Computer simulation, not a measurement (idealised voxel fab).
process module | voxel ribs on slabs
cross-section cut | 290 nm wide | cells 5 nm
A cross-section is a grid of square cells, given in bands from the top down. A band is one or more rows of cells.
Each band's line starts with the height of the band's top and of its bottom, in nm. Then come its materials from left to right, each with its width in nm. One material with "throughout" fills the band from edge to edge. "air" is empty space.
Height 0 is the level under which the wafer as received is all one material. The lowest band goes on downwards, as in "0 down".
A width such as "30 to 40" changes by the same amount from each row of cells to the next, from the band's top row to its bottom row.
"no change" after a step means that no cell of the cross-section changed.
closed voids: empty space of 8 cells or more with no open way to the top, each as width x height at its distance from the left edge, in nm
after a step's settings: what the simulator itself notes on the step
overlay nm, on a step with a mask: how far to the right of its planned place the mask lay; to the left if negative
plan
1 op RECEIVE | material Si
2 op DIRECTIONAL_DEP | material SiO2 | thk nm 25
3 op DIRECTIONAL_DEP | material SiN | thk nm 20
4 op DIRECTIONAL_DEP | material aC | thk nm 10
5 op PATTERN | tone cover | mask id RIB | material resist | width nm 30 | thk nm 30 | overlay nm 0
6 op DIRECTIONAL_ETCH | etch materials aC | depth nm 10
7 op STRIP | etch materials resist
8 op DIRECTIONAL_ETCH | etch materials SiN | depth nm 5
9 op STRIP | etch materials aC
10 op PATTERN | tone cover | mask id SLAB | material resist | width nm 90 | thk nm 15 | overlay nm 0
11 op DIRECTIONAL_ETCH | etch materials SiN | depth nm 15
12 op STRIP | etch materials resist
13 op FILL_DEP | material SiO2 | thk nm 20
14 op CMP | height nm 60
15 op DIRECTIONAL_DEP | material TiN | thk nm 10
16 op DIRECTIONAL_DEP | material aC | thk nm 10
17 op PATTERN | tone cover | mask id HEATER | material resist | width nm 40 | thk nm 25 | overlay nm 0
18 op DIRECTIONAL_ETCH | etch materials aC | depth nm 10
19 op STRIP | etch materials resist
20 op DIRECTIONAL_ETCH | etch materials TiN | depth nm 10
21 op STRIP | etch materials aC
22 op CONFORMAL_DEP | material SiN | thk nm 5
as received, after step 1
  0 down: Si throughout
  closed voids: none
a wafer at the end: this start, this plan, one mistake
  85 to 80: SiN throughout
  80 to 70: SiO2 throughout
  70 to 60: TiN throughout
  60 to 45: SiO2 throughout
  45 to 40: SiO2 130 | SiN 30 | SiO2 130
  40 to 25: SiO2 100 | SiN 90 | SiO2 100
  25 to 0: SiO2 throughout
  0 down: Si throughout
  closed voids: none
what went wrong: step 16 ran as: op DIRECTIONAL_DEP | material SiO2 | thk nm 10
